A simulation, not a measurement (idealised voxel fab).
A process module follows: voxel capacitor over wiring.
The cross-section shown here is cut; it is 200 nm wide and divided into square cells measuring 5 nm on a side.
Cross-sections here: square-cell grids, written as top-down lists of bands, a band being one or more rows of cells.
Quick guide to a band line: top height, bottom height (nm) up front; then every material left to right with its width in nm. Only one material and it's marked "everywhere"? Then it fills the band edge to edge. And "blank" just means empty space.
Heights from 0 (as-received wafer is one material below). Bottom band endless downward, as "0 -> down".
The width entry "30->40" should be interpreted row by row: the top row of cells in the band takes the first number, the bottom row takes the second number, and the change between adjacent rows is uniform throughout.
A step reported as "stayed the same" is a step in which no cell of the cross-section changed.
"Voids lacking openings": sealed empty spaces, 8 cells or more, no open way to top, listed width x height at distance, with distance from the left edge and width, height and distance in nm.
It should be noted that, on the line of a given step, the content following the step's settings is a remark produced by the simulator itself with respect to that step.
overlay nm: how far to the right of its planned place the mask lay on this masked step (negative: to the left).
So the way this works: pairs, before and after one process step. The after picture only goes down to the lowest band that actually changed, nothing below. Step and its settings are under each pair. And watch out, pairs might come from different runs of this module, same starting wafer though, so a pair only follows on from the one above if its "Pre-step snapshot" entry tells you so.
Pre-step snapshot:
* 90 -> 80  blank=50 / aC=70 / blank=80
* 80 -> 75  blank=50 / TiN=70 / blank=80
* 75 -> 70  HfO2 everywhere
* 70 -> 60  TiN everywhere
* 60 -> 50  lowk=50 / Ru=15 / lowk=135
* 50 -> 45  SiCN=50 / Ru=15 / SiCN=135
* 45 -> 40  Ru everywhere
* 40 -> 35  TiN=45 / Cu=15 / TiN=75 / Cu=15 / TiN=50
* 35 -> 20  SiO2=40 / TiN=5 / Cu=15 / TiN=5 / SiO2=65 / TiN=5 / Cu=15 / TiN=5 / SiO2=45
* 20 -> 15  SiCN=40 / TiN=25 / SiCN=65 / TiN=25 / SiCN=45
* 15 -> 0  SiO2 everywhere
* 0 -> down  Si everywhere
* Voids lacking openings: none
Structure After Step:
* 90 -> 80  blank=50 / aC=70 / blank=80
* 80 -> 75  blank=50 / TiN=70 / blank=80
* 75 -> 70  blank=50 / HfO2=70 / blank=80
* No changes below 70.
* Voids lacking openings: none
The process step separating the two cross-sections depicted above is as follows: op DIRECTIONAL_ETCH | etch materials HfO2 | depth nm 5
Pre-step snapshot: = after-state of the pair above.
Structure After Step:
* 80 -> 75  blank=50 / TiN=70 / blank=80
* No changes below 75.
* Voids lacking openings: none
The process step separating the two cross-sections depicted above is as follows: op STRIP | etch materials aC
Pre-step snapshot: = after-state of the pair above.
Structure After Step:
* 95 -> 80  blank=45 / resist=80 / blank=75
* 80 -> 75  blank=45 / resist=5 / TiN=70 / resist=5 / blank=75
* 75 -> 70  blank=45 / resist=5 / HfO2=70 / resist=5 / blank=75
* No changes below 70.
* Voids lacking openings: none
The process step separating the two cross-sections depicted above is as follows: op PATTERN | tone cover | mask id LOWER_PLATE | material resist | width nm 80 | thk nm 15 | overlay nm 0
Pre-step snapshot: = after-state of the pair above.
Structure After Step:
* 95 -> 80  blank=45 / resist=80 / blank=75
* 80 -> 75  blank=45 / resist=5 / TiN=70 / resist=5 / blank=75
* 75 -> 70  blank=45 / resist=5 / HfO2=70 / resist=5 / blank=75
* 70 -> 60  blank=45 / TiN=80 / blank=75
* No changes below 60.
* Voids lacking openings: none
The process step separating the two cross-sections depicted above is as follows: op DIRECTIONAL_ETCH | etch materials TiN | depth nm 10
Pre-step snapshot: = after-state of the pair above.
Structure After Step:
* 80 -> 75  blank=50 / TiN=70 / blank=80
* 75 -> 70  blank=50 / HfO2=70 / blank=80
* No changes below 70.
* Voids lacking openings: none
The process step separating the two cross-sections depicted above is as follows: op STRIP | etch materials resist
Pre-step snapshot: = after-state of the pair above.
Structure After Step:
* 100 -> 80  SiO2 everywhere
* 80 -> 75  SiO2=50 / TiN=70 / SiO2=80
* 75 -> 70  SiO2=50 / HfO2=70 / SiO2=80
* 70 -> 60  SiO2=45 / TiN=80 / SiO2=75
* No changes below 60.
* Voids lacking openings: none
The process step separating the two cross-sections depicted above is as follows: op FILL_DEP | material SiO2 | thk nm 20
Pre-step snapshot: = after-state of the pair above.
Structure After Step:
* 95 -> 80  SiO2 everywhere
* No changes below 80.
* Voids lacking openings: none
The process step separating the two cross-sections depicted above is as follows: op CMP | height nm 95
Pre-step snapshot: = after-state of the pair above.
Structure After Step:
* 110 -> 95  aC everywhere
* No changes below 95.
* Voids lacking openings: none
The process step separating the two cross-sections depicted above is as follows: op DIRECTIONAL_DEP | material aC | thk nm 15
Pre-step snapshot: = after-state of the pair above.
Structure After Step:
* 140 -> 110  resist=60 / blank=15 / resist=125
* No changes below 110.
* Voids lacking openings: none
The process step separating the two cross-sections depicted above is as follows: op PATTERN | tone open | mask id PLUG_2 | material resist | width nm 15 | thk nm 30 | overlay nm 0
Pre-step snapshot: = after-state of the pair above.
Structure After Step:
* 125 -> 110  resist=60 / blank=15 / resist=125
* 110 -> 95  aC=60 / blank=15 / aC=125
* No changes below 95.
* Voids lacking openings: none
The process step separating the two cross-sections depicted above is as follows: op DIRECTIONAL_ETCH | etch materials aC | depth nm 15
Pre-step snapshot: = after-state of the pair above.
Structure After Step:
* 110 -> 95  aC=60 / blank=15 / aC=125
* No changes below 95.
* Voids lacking openings: none
The process step separating the two cross-sections depicted above is as follows: op STRIP | etch materials resist
Pre-step snapshot: = after-state of the pair above.
Structure After Step:
* 110 -> 95  aC=60 / blank=15 / aC=125
* 95 -> 80  SiO2=60 / blank=15 / SiO2=125
* No changes below 80.
* Voids lacking openings: none
The process step separating the two cross-sections depicted above is as follows: op DIRECTIONAL_ETCH | etch materials SiO2 | depth nm 15
Pre-step snapshot: = after-state of the pair above.
Structure After Step:
* 95 -> 80  SiO2=60 / blank=15 / SiO2=125
* No changes below 80.
* Voids lacking openings: none
The process step separating the two cross-sections depicted above is as follows: op STRIP | etch materials aC
Pre-step snapshot: = after-state of the pair above.
Structure After Step:
* 100 -> 95  TiN=65 / blank=5 / TiN=130
* 95 -> 85  SiO2=60 / TiN=5 / blank=5 / TiN=5 / SiO2=125
* 85 -> 75  SiO2=60->50 / TiN=15->70 / SiO2=125->80
* No changes below 75.
* Voids lacking openings: none
The process step separating the two cross-sections depicted above is as follows: op CONFORMAL_DEP | material TiN | thk nm 5
Pre-step snapshot: = after-state of the pair above.
Structure After Step:
* 105 -> 100  Ru everywhere
* 100 -> 95  TiN=65 / Ru=5 / TiN=130
* 95 -> 85  SiO2=60 / TiN=5 / Ru=5 / TiN=5 / SiO2=125
* No changes below 85.
* Voids lacking openings: none
The process step separating the two cross-sections depicted above is as follows: op FILL_DEP | material Ru | thk nm 5
Pre-step snapshot: = after-state of the pair above.
Structure After Step:
* 95 -> 85  SiO2=60 / TiN=5 / Ru=5 / TiN=5 / SiO2=125
* No changes below 85.
* Voids lacking openings: none
The process step separating the two cross-sections depicted above is as follows: op CMP | height nm 95
Pre-step snapshot: = after-state of the pair above.
Structure After Step:
* 100 -> 95  SiCN everywhere
* No changes below 95.
* Voids lacking openings: none
The process step separating the two cross-sections depicted above is as follows: op CONFORMAL_DEP | material SiCN | thk nm 5
Pre-step snapshot:
* 55 -> 40  aC everywhere
* 40 -> 20  SiO2 everywhere
* 20 -> 15  SiCN everywhere
* 15 -> 0  SiO2 everywhere
* 0 -> down  Si everywhere
* Voids lacking openings: none
Structure After Step:
* 90 -> 55  resist=45 / blank=20 / resist=70 / blank=20 / resist=45
* No changes below 55.
* Voids lacking openings: none
The process step separating the two cross-sections depicted above is as follows: op PATTERN | tone open | mask id METAL_1 | material resist | width nm 20 | pitch nm 90 | thk nm 35 | overlay nm 0
Pre-step snapshot: = after-state of the pair above.
Structure After Step:
* 75 -> 55  resist=45 / blank=20 / resist=70 / blank=20 / resist=45
* 55 -> 40  aC=45 / blank=20 / aC=70 / blank=20 / aC=45
* No changes below 40.
* Voids lacking openings: none
The process step separating the two cross-sections depicted above is as follows: op DIRECTIONAL_ETCH | etch materials aC | depth nm 15
Pre-step snapshot: = after-state of the pair above.
Structure After Step:
* 55 -> 40  aC=45 / blank=20 / aC=70 / blank=20 / aC=45
* No changes below 40.
* Voids lacking openings: none
The process step separating the two cross-sections depicted above is as follows: op STRIP | etch materials resist
Pre-step snapshot: = after-state of the pair above.
Structure After Step:
* 55 -> 40  aC=45 / blank=20 / aC=70 / blank=20 / aC=45
* 40 -> 20  SiO2=45 / blank=20 / SiO2=70 / blank=20 / SiO2=45
* No changes below 20.
* Voids lacking openings: none
The process step separating the two cross-sections depicted above is as follows: op DIRECTIONAL_ETCH | etch materials SiO2 | depth nm 20
Pre-step snapshot: = after-state of the pair above.
Structure After Step:
* 55 -> 40  aC=45 / blank=20 / aC=70 / blank=20 / aC=45
* 40 -> 20  SiO2=45 / blank=20 / SiO2=70 / blank=20 / SiO2=45
* 20 -> 15  SiCN=45 / blank=20 / SiCN=70 / blank=20 / SiCN=45
* No changes below 15.
* Voids lacking openings: none
The process step separating the two cross-sections depicted above is as follows: op DIRECTIONAL_ETCH | etch materials SiCN | depth nm 5
Pre-step snapshot: = after-state of the pair above.
Structure After Step:
* 40 -> 20  SiO2=45 / blank=20 / SiO2=70 / blank=20 / SiO2=45
* No changes below 20.
* Voids lacking openings: none
The process step separating the two cross-sections depicted above is as follows: op STRIP | etch materials aC
Pre-step snapshot: = after-state of the pair above.
Structure After Step:
* 45 -> 40  TiN=50 / blank=10 / TiN=80 / blank=10 / TiN=50
* 40 -> 20  SiO2=45 / TiN=5 / blank=10 / TiN=5 / SiO2=70 / TiN=5 / blank=10 / TiN=5 / SiO2=45
* 20 -> 15  SiCN=45 / TiN=20 / SiCN=70 / TiN=20 / SiCN=45
* No changes below 15.
* Voids lacking openings: none
The process step separating the two cross-sections depicted above is as follows: op CONFORMAL_DEP | material TiN | thk nm 5
Pre-step snapshot: = after-state of the pair above.
Structure After Step:
* 55 -> 45  Cu everywhere
* 45 -> 40  TiN=50 / Cu=10 / TiN=80 / Cu=10 / TiN=50
* 40 -> 20  SiO2=45 / TiN=5 / Cu=10 / TiN=5 / SiO2=70 / TiN=5 / Cu=10 / TiN=5 / SiO2=45
* No changes below 20.
* Voids lacking openings: none
The process step separating the two cross-sections depicted above is as follows: op FILL_DEP | material Cu | thk nm 10
Pre-step snapshot: = after-state of the pair above.
Structure After Step:
* 40 -> 20  SiO2=45 / TiN=5 / Cu=10 / TiN=5 / SiO2=70 / TiN=5 / Cu=10 / TiN=5 / SiO2=45
* No changes below 20.
* Voids lacking openings: none
The process step separating the two cross-sections depicted above is as follows: op CMP | height nm 40
Pre-step snapshot: = after-state of the pair above.
Structure After Step:
* 45 -> 40  blank=40 / Ru=30 / blank=60 / Ru=30 / blank=40
* No changes below 40.
* Voids lacking openings: none
The process step separating the two cross-sections depicted above is as follows: op EPI | material Ru | thk nm 5
Pre-step snapshot: = after-state of the pair above.
Structure After Step:
* 50 -> 45  SiCN everywhere
* 45 -> 40  SiCN=40 / Ru=30 / SiCN=60 / Ru=30 / SiCN=40
* No changes below 40.
* Voids lacking openings: none
The process step separating the two cross-sections depicted above is as follows: op FILL_DEP | material SiCN | thk nm 5
Pre-step snapshot: = after-state of the pair above.
Structure After Step:
* 60 -> 50  lowk everywhere
* No changes below 50.
* Voids lacking openings: none
The process step separating the two cross-sections depicted above is as follows: op DIRECTIONAL_DEP | material lowk | thk nm 10
Pre-step snapshot: = after-state of the pair above.
Structure After Step:
* 80 -> 60  resist=50 / blank=15 / resist=135
* No changes below 60.
* Voids lacking openings: none
The process step separating the two cross-sections depicted above is as follows: op PATTERN | tone open | mask id PLUG_1 | material resist | width nm 15 | thk nm 20 | overlay nm 0
Pre-step snapshot: = after-state of the pair above.
Structure After Step:
* 80 -> 60  resist=50 / blank=15 / resist=135
* 60 -> 50  lowk=50 / blank=15 / lowk=135
* No changes below 50.
* Voids lacking openings: none
The process step separating the two cross-sections depicted above is as follows: op DIRECTIONAL_ETCH | etch materials lowk | depth nm 10
Pre-step snapshot: = after-state of the pair above.
Structure After Step:
* 80 -> 60  resist=50 / blank=15 / resist=135
* 60 -> 50  lowk=50 / blank=15 / lowk=135
* 50 -> 45  SiCN=50 / blank=15 / SiCN=135
* No changes below 45.
* Voids lacking openings: none
The process step separating the two cross-sections depicted above is as follows: op DIRECTIONAL_ETCH | etch materials SiCN | depth nm 5
Pre-step snapshot: = after-state of the pair above.
Structure After Step:
* 60 -> 50  lowk=50 / blank=15 / lowk=135
* No changes below 50.
* Voids lacking openings: none
The process step separating the two cross-sections depicted above is as follows: op STRIP | etch materials resist
Pre-step snapshot: = after-state of the pair above.
Structure After Step:
* 60 -> 55  lowk=50 / blank=15 / lowk=135
* 55 -> 50  lowk=50 / Ru=15 / lowk=135
* 50 -> 45  SiCN=50 / Ru=15 / SiCN=135
* No changes below 45.
* Voids lacking openings: none
The process step separating the two cross-sections depicted above is as follows: op EPI | material Ru | thk nm 10
Pre-step snapshot: = after-state of the pair above.
Structure After Step:
* 60 -> 50  lowk=50 / Ru=15 / lowk=135
* No changes below 50.
* Voids lacking openings: none
The process step separating the two cross-sections depicted above is as follows: op EPI | material Ru | thk nm 5
Pre-step snapshot: = after-state of the pair above.
Structure After Step:
* 70 -> 60  TiN everywhere
* No changes below 60.
* Voids lacking openings: none
The process step separating the two cross-sections depicted above is as follows: op DIRECTIONAL_DEP | material TiN | thk nm 10
Pre-step snapshot: = after-state of the pair above.
Structure After Step:
* 75 -> 70  HfO2 everywhere
* No changes below 70.
* Voids lacking openings: none
The process step separating the two cross-sections depicted above is as follows: op DIRECTIONAL_DEP | material HfO2 | thk nm 5
Pre-step snapshot: = after-state of the pair above.
Structure After Step:
* 80 -> 75  TiN everywhere
* No changes below 75.
* Voids lacking openings: none
The process step separating the two cross-sections depicted above is as follows: op DIRECTIONAL_DEP | material TiN | thk nm 5
Pre-step snapshot: = after-state of the pair above.
Structure After Step:
* 90 -> 80  aC everywhere
* No changes below 80.
* Voids lacking openings: none
The process step separating the two cross-sections depicted above is as follows: op DIRECTIONAL_DEP | material aC | thk nm 10
Pre-step snapshot: = after-state of the pair above.
Structure After Step:
* 115 -> 90  blank=50 / resist=70 / blank=80
* No changes below 90.
* Voids lacking openings: none
The process step separating the two cross-sections depicted above is as follows: op PATTERN | tone cover | mask id UPPER_PLATE | material resist | width nm 70 | thk nm 25 | overlay nm 0
Pre-step snapshot: = after-state of the pair above.
Structure After Step:
* 105 -> 90  blank=50 / resist=70 / blank=80
* 90 -> 80  blank=50 / aC=70 / blank=80
* No changes below 80.
* Voids lacking openings: none
The process step separating the two cross-sections depicted above is as follows: op DIRECTIONAL_ETCH | etch materials aC | depth nm 10
Pre-step snapshot: = after-state of the pair above.
Structure After Step:
* 90 -> 80  blank=50 / aC=70 / blank=80
* No changes below 80.
* Voids lacking openings: none
The process step separating the two cross-sections depicted above is as follows: op STRIP | etch materials resist
Pre-step snapshot: = after-state of the pair above.
Structure After Step:
* 90 -> 80  blank=50 / aC=70 / blank=80
* 80 -> 75  blank=50 / TiN=70 / blank=80
* No changes below 75.
* Voids lacking openings: none
The process step separating the two cross-sections depicted above is as follows: op DIRECTIONAL_ETCH | etch materials TiN | depth nm 5
Pre-step snapshot: = after-state of the pair above.
Structure After Step:
* 90 -> 80  blank=50 / aC=70 / blank=80
* 80 -> 75  blank=50 / TiN=70 / blank=80
* 75 -> 70  blank=50 / HfO2=70 / blank=80
* No changes below 70.
* Voids lacking openings: none
The process step separating the two cross-sections depicted above is as follows: op DIRECTIONAL_ETCH | etch materials HfO2 | depth nm 5
Pre-step snapshot: = after-state of the pair above.
Structure After Step:
* 80 -> 75  blank=50 / TiN=70 / blank=80
* No changes below 75.
* Voids lacking openings: none
The process step separating the two cross-sections depicted above is as follows: op STRIP | etch materials aC
Pre-step snapshot: = after-state of the pair above.
Structure After Step:
* 95 -> 80  blank=45 / resist=80 / blank=75
* 80 -> 75  blank=45 / resist=5 / TiN=70 / resist=5 / blank=75
* 75 -> 70  blank=45 / resist=5 / HfO2=70 / resist=5 / blank=75
* No changes below 70.
* Voids lacking openings: none
The process step separating the two cross-sections depicted above is as follows: op PATTERN | tone cover | mask id LOWER_PLATE | material resist | width nm 80 | thk nm 15 | overlay nm 0
Pre-step snapshot: = after-state of the pair above.
Structure After Step:
* 95 -> 80  blank=45 / resist=80 / blank=75
* 80 -> 75  blank=45 / resist=5 / TiN=70 / resist=5 / blank=75
* 75 -> 70  blank=45 / resist=5 / HfO2=70 / resist=5 / blank=75
* 70 -> 60  blank=45 / TiN=80 / blank=75
* No changes below 60.
* Voids lacking openings: none
The process step separating the two cross-sections depicted above is as follows: op DIRECTIONAL_ETCH | etch materials TiN | depth nm 10
Pre-step snapshot: = after-state of the pair above.
Structure After Step:
* 80 -> 75  blank=50 / TiN=70 / blank=80
* 75 -> 70  blank=50 / HfO2=70 / blank=80
* No changes below 70.
* Voids lacking openings: none
The process step separating the two cross-sections depicted above is as follows: op STRIP | etch materials resist
Pre-step snapshot: = after-state of the pair above.
Structure After Step:
* 100 -> 80  SiO2 everywhere
* 80 -> 75  SiO2=50 / TiN=70 / SiO2=80
* 75 -> 70  SiO2=50 / HfO2=70 / SiO2=80
* 70 -> 60  SiO2=45 / TiN=80 / SiO2=75
* No changes below 60.
* Voids lacking openings: none
The process step separating the two cross-sections depicted above is as follows: op FILL_DEP | material SiO2 | thk nm 20
Pre-step snapshot: = after-state of the pair above.
Structure After Step:
* 95 -> 80  SiO2 everywhere
* No changes below 80.
* Voids lacking openings: none
The process step separating the two cross-sections depicted above is as follows: op CMP | height nm 95
Pre-step snapshot: = after-state of the pair above.
Structure After Step:
* 110 -> 95  aC everywhere
* No changes below 95.
* Voids lacking openings: none
The process step separating the two cross-sections depicted above is as follows: op DIRECTIONAL_DEP | material aC | thk nm 15
Pre-step snapshot: = after-state of the pair above.
Structure After Step:
* 140 -> 110  resist=60 / blank=15 / resist=125
* No changes below 110.
* Voids lacking openings: none
The process step separating the two cross-sections depicted above is as follows: op PATTERN | tone open | mask id PLUG_2 | material resist | width nm 15 | thk nm 30 | overlay nm 0
Pre-step snapshot: = after-state of the pair above.
Structure After Step:
* 125 -> 110  resist=60 / blank=15 / resist=125
* 110 -> 95  aC=60 / blank=15 / aC=125
* No changes below 95.
* Voids lacking openings: none
The process step separating the two cross-sections depicted above is as follows: op DIRECTIONAL_ETCH | etch materials aC | depth nm 15
Pre-step snapshot: = after-state of the pair above.
Structure After Step:
* 110 -> 95  aC=60 / blank=15 / aC=125
* No changes below 95.
* Voids lacking openings: none
The process step separating the two cross-sections depicted above is as follows: op STRIP | etch materials resist
Pre-step snapshot: = after-state of the pair above.
Structure After Step:
* 110 -> 95  aC=60 / blank=15 / aC=125
* 95 -> 80  SiO2=60 / blank=15 / SiO2=125
* No changes below 80.
* Voids lacking openings: none
The process step separating the two cross-sections depicted above is as follows: op DIRECTIONAL_ETCH | etch materials SiO2 | depth nm 15
Pre-step snapshot: = after-state of the pair above.
Structure After Step:
* 95 -> 80  SiO2=60 / blank=15 / SiO2=125
* No changes below 80.
* Voids lacking openings: none
The process step separating the two cross-sections depicted above is as follows: op STRIP | etch materials aC
Pre-step snapshot: = after-state of the pair above.
Structure After Step:
* 100 -> 95  TiN=65 / blank=5 / TiN=130
* 95 -> 85  SiO2=60 / TiN=5 / blank=5 / TiN=5 / SiO2=125
* 85 -> 75  SiO2=60->50 / TiN=15->70 / SiO2=125->80
* No changes below 75.
* Voids lacking openings: none
The process step separating the two cross-sections depicted above is as follows: op CONFORMAL_DEP | material TiN | thk nm 5
Pre-step snapshot: = after-state of the pair above.
Structure After Step:
* 105 -> 100  Ru everywhere
* 100 -> 95  TiN=65 / Ru=5 / TiN=130
* 95 -> 85  SiO2=60 / TiN=5 / Ru=5 / TiN=5 / SiO2=125
* No changes below 85.
* Voids lacking openings: none
The process step separating the two cross-sections depicted above is as follows: op FILL_DEP | material Ru | thk nm 5
Pre-step snapshot: = after-state of the pair above.
Structure After Step:
* 95 -> 85  SiO2=60 / TiN=5 / Ru=5 / TiN=5 / SiO2=125
* No changes below 85.
* Voids lacking openings: none
The process step separating the two cross-sections depicted above is as follows: op CMP | height nm 95
Pre-step snapshot: = after-state of the pair above.
Structure After Step:
* 100 -> 95  SiCN everywhere
* No changes below 95.
* Voids lacking openings: none
The process step separating the two cross-sections depicted above is as follows: op CONFORMAL_DEP | material SiCN | thk nm 5
Pre-step snapshot:
* 80 -> 75  blank=50 / TiN=70 / blank=80
* 75 -> 70  blank=50 / HfO2=70 / blank=80
* 70 -> 60  TiN everywhere
* 60 -> 50  lowk=50 / Ru=15 / lowk=135
* 50 -> 45  SiCN=50 / Ru=15 / SiCN=135
* 45 -> 40  SiCN=35 / Ru=35 / SiCN=55 / Ru=35 / SiCN=40
* 40 -> 20  SiO2=40 / TiN=5 / Cu=15 / TiN=5 / SiO2=65 / TiN=5 / Cu=15 / TiN=5 / SiO2=45
* 20 -> 15  SiCN=40 / TiN=25 / SiCN=65 / TiN=25 / SiCN=45
* 15 -> 0  SiO2 everywhere
* 0 -> down  Si everywhere
* Voids lacking openings: none
Structure After Step:
* 95 -> 80  blank=55 / resist=80 / blank=65
* 80 -> 75  blank=50 / TiN=70 / resist=15 / blank=65
* 75 -> 70  blank=50 / HfO2=70 / resist=15 / blank=65
* No changes below 70.
* Voids lacking openings: none
The process step separating the two cross-sections depicted above is as follows: op PATTERN | tone cover | mask id LOWER_PLATE | material resist | width nm 80 | thk nm 15 | overlay nm 10
Pre-step snapshot: = after-state of the pair above.
Structure After Step:
* 95 -> 80  blank=55 / resist=80 / blank=65
* 80 -> 75  blank=55 / TiN=65 / resist=15 / blank=65
* 75 -> 70  blank=50 / HfO2=70 / resist=15 / blank=65
* 70 -> 60  blank=50 / TiN=85 / blank=65
* No changes below 60.
* Voids lacking openings: none
The process step separating the two cross-sections depicted above is as follows: op DIRECTIONAL_ETCH | etch materials TiN | depth nm 10
Pre-step snapshot: = after-state of the pair above.
Structure After Step:
* 80 -> 75  blank=55 / TiN=65 / blank=80
* 75 -> 70  blank=50 / HfO2=70 / blank=80
* No changes below 70.
* Voids lacking openings: none
The process step separating the two cross-sections depicted above is as follows: op STRIP | etch materials resist
Pre-step snapshot: = after-state of the pair above.
Structure After Step:
* 100 -> 80  SiO2 everywhere
* 80 -> 75  SiO2=55 / TiN=65 / SiO2=80
* 75 -> 70  SiO2=50 / HfO2=70 / SiO2=80
* 70 -> 60  SiO2=50 / TiN=85 / SiO2=65
* No changes below 60.
* Voids lacking openings: none
The process step separating the two cross-sections depicted above is as follows: op FILL_DEP | material SiO2 | thk nm 20
Pre-step snapshot: = after-state of the pair above.
Structure After Step:
* 95 -> 80  SiO2 everywhere
* No changes below 80.
* Voids lacking openings: none
The process step separating the two cross-sections depicted above is as follows: op CMP | height nm 95
Pre-step snapshot: = after-state of the pair above.
Structure After Step:
* 110 -> 95  aC everywhere
* No changes below 95.
* Voids lacking openings: none
The process step separating the two cross-sections depicted above is as follows: op DIRECTIONAL_DEP | material aC | thk nm 15
Pre-step snapshot: = after-state of the pair above.
Structure After Step:
* 140 -> 110  resist=60 / blank=15 / resist=125
* No changes below 110.
* Voids lacking openings: none
The process step separating the two cross-sections depicted above is as follows: op PATTERN | tone open | mask id PLUG_2 | material resist | width nm 15 | thk nm 30 | overlay nm 0
Pre-step snapshot: = after-state of the pair above.
Structure After Step:
* 125 -> 110  resist=60 / blank=15 / resist=125
* 110 -> 95  aC=60 / blank=15 / aC=125
* No changes below 95.
* Voids lacking openings: none
The process step separating the two cross-sections depicted above is as follows: op DIRECTIONAL_ETCH | etch materials aC | depth nm 15
Pre-step snapshot: = after-state of the pair above.
Structure After Step:
* 110 -> 95  aC=60 / blank=15 / aC=125
* No changes below 95.
* Voids lacking openings: none
The process step separating the two cross-sections depicted above is as follows: op STRIP | etch materials resist
Pre-step snapshot: = after-state of the pair above.
Structure After Step:
* 110 -> 95  aC=60 / blank=15 / aC=125
* 95 -> 80  SiO2=60 / blank=15 / SiO2=125
* No changes below 80.
* Voids lacking openings: none
The process step separating the two cross-sections depicted above is as follows: op DIRECTIONAL_ETCH | etch materials SiO2 | depth nm 15
Pre-step snapshot: = after-state of the pair above.
Structure After Step:
* 95 -> 80  SiO2=60 / blank=15 / SiO2=125
* No changes below 80.
* Voids lacking openings: none
The process step separating the two cross-sections depicted above is as follows: op STRIP | etch materials aC
Pre-step snapshot: = after-state of the pair above.
Structure After Step:
* 100 -> 95  TiN=65 / blank=5 / TiN=130
* 95 -> 85  SiO2=60 / TiN=5 / blank=5 / TiN=5 / SiO2=125
* 85 -> 75  SiO2=60->55 / TiN=15->65 / SiO2=125->80
* No changes below 75.
* Voids lacking openings: none
The process step separating the two cross-sections depicted above is as follows: op CONFORMAL_DEP | material TiN | thk nm 5
Pre-step snapshot: = after-state of the pair above.
Structure After Step:
* 105 -> 100  Ru everywhere
* 100 -> 95  TiN=65 / Ru=5 / TiN=130
* 95 -> 85  SiO2=60 / TiN=5 / Ru=5 / TiN=5 / SiO2=125
* No changes below 85.
* Voids lacking openings: none
The process step separating the two cross-sections depicted above is as follows: op FILL_DEP | material Ru | thk nm 5
Pre-step snapshot: = after-state of the pair above.
Structure After Step:
* 95 -> 85  SiO2=60 / TiN=5 / Ru=5 / TiN=5 / SiO2=125
* No changes below 85.
* Voids lacking openings: none
The process step separating the two cross-sections depicted above is as follows: op CMP | height nm 95
Pre-step snapshot: = after-state of the pair above.
Structure After Step:
* 100 -> 95  SiCN everywhere
* No changes below 95.
* Voids lacking openings: none
The process step separating the two cross-sections depicted above is as follows: op CONFORMAL_DEP | material SiCN | thk nm 5
Pre-step snapshot:
* 100 -> 95  TiN=65 / blank=5 / TiN=130
* 95 -> 85  SiO2=60 / TiN=5 / blank=5 / TiN=5 / SiO2=125
* 85 -> 75  SiO2=60->50 / TiN=15->70 / SiO2=125->80
* 75 -> 70  SiO2=50 / HfO2=70 / SiO2=80
* 70 -> 60  SiO2=45 / TiN=80 / SiO2=75
* 60 -> 50  lowk=50 / Ru=15 / lowk=135
* 50 -> 45  SiCN=50 / Ru=15 / SiCN=135
* 45 -> 40  SiCN=35 / Ru=35 / SiCN=55 / Ru=35 / SiCN=40
* 40 -> 20  SiO2=40 / TiN=5 / Cu=15 / TiN=5 / SiO2=65 / TiN=5 / Cu=15 / TiN=5 / SiO2=45
* 20 -> 15  SiCN=40 / TiN=25 / SiCN=65 / TiN=25 / SiCN=45
* 15 -> 0  SiO2 everywhere
* 0 -> down  Si everywhere
* Voids lacking openings: none
Structure After Step:
* 105 -> 100  aC everywhere
* 100 -> 95  TiN=65 / aC=5 / TiN=130
* 95 -> 85  SiO2=60 / TiN=5 / aC=5 / TiN=5 / SiO2=125
* No changes below 85.
* Voids lacking openings: none
The process step separating the two cross-sections depicted above is as follows: op FILL_DEP | material aC | thk nm 5
Pre-step snapshot: = after-state of the pair above.
Structure After Step:
* 95 -> 85  SiO2=60 / TiN=5 / aC=5 / TiN=5 / SiO2=125
* No changes below 85.
* Voids lacking openings: none
The process step separating the two cross-sections depicted above is as follows: op CMP | height nm 95
Pre-step snapshot: = after-state of the pair above.
Structure After Step:
* 100 -> 95  SiCN everywhere
* No changes below 95.
* Voids lacking openings: none
The process step separating the two cross-sections depicted above is as follows: op CONFORMAL_DEP | material SiCN | thk nm 5
Pre-step snapshot:
* 60 -> 50  lowk everywhere
* 50 -> 45  SiCN everywhere
* 45 -> 40  SiCN=35 / Ru=35 / SiCN=55 / Ru=35 / SiCN=40
* 40 -> 20  SiO2=40 / TiN=5 / Cu=15 / TiN=5 / SiO2=65 / TiN=5 / Cu=15 / TiN=5 / SiO2=45
* 20 -> 15  SiCN=40 / TiN=25 / SiCN=65 / TiN=25 / SiCN=45
* 15 -> 0  SiO2 everywhere
* 0 -> down  Si everywhere
* Voids lacking openings: none
Structure After Step:
* 80 -> 60  blank=50 / resist=15 / blank=135
* No changes below 60.
* Voids lacking openings: none
The process step separating the two cross-sections depicted above is as follows: op PATTERN | tone cover | mask id PLUG_1 | material resist | width nm 15 | thk nm 20 | overlay nm 0
Pre-step snapshot: = after-state of the pair above.
Structure After Step:
* 80 -> 60  blank=50 / resist=15 / blank=135
* 60 -> 50  blank=50 / lowk=15 / blank=135
* No changes below 50.
* Voids lacking openings: none
The process step separating the two cross-sections depicted above is as follows: op DIRECTIONAL_ETCH | etch materials lowk | depth nm 10
Pre-step snapshot: = after-state of the pair above.
Structure After Step:
* 80 -> 60  blank=50 / resist=15 / blank=135
* 60 -> 50  blank=50 / lowk=15 / blank=135
* 50 -> 45  blank=50 / SiCN=15 / blank=135
* No changes below 45.
* Voids lacking openings: none
The process step separating the two cross-sections depicted above is as follows: op DIRECTIONAL_ETCH | etch materials SiCN | depth nm 5
Pre-step snapshot: = after-state of the pair above.
Structure After Step:
* 60 -> 50  blank=50 / lowk=15 / blank=135
* No changes below 50.
* Voids lacking openings: none
The process step separating the two cross-sections depicted above is as follows: op STRIP | etch materials resist
Pre-step snapshot: = after-state of the pair above.
Structure After Step:
* 60 -> 55  blank=50 / lowk=15 / blank=135
* 55 -> 50  blank=25 / Ru=25 / lowk=15 / Ru=15 / blank=35 / Ru=55 / blank=30
* 50 -> 45  blank=25 / Ru=25 / SiCN=15 / Ru=15 / blank=35 / Ru=55 / blank=30
* No changes below 45.
* Voids lacking openings: none
The process step separating the two cross-sections depicted above is as follows: op EPI | material Ru | thk nm 10
Pre-step snapshot: = after-state of the pair above.
Structure After Step:
* 60 -> 50  blank=20 / Ru=30 / lowk=15 / Ru=20 / blank=25 / Ru=65 / blank=25
* 50 -> 45  blank=20 / Ru=30 / SiCN=15 / Ru=20 / blank=25 / Ru=65 / blank=25
* No changes below 45.
* Voids lacking openings: none
The process step separating the two cross-sections depicted above is as follows: op EPI | material Ru | thk nm 5
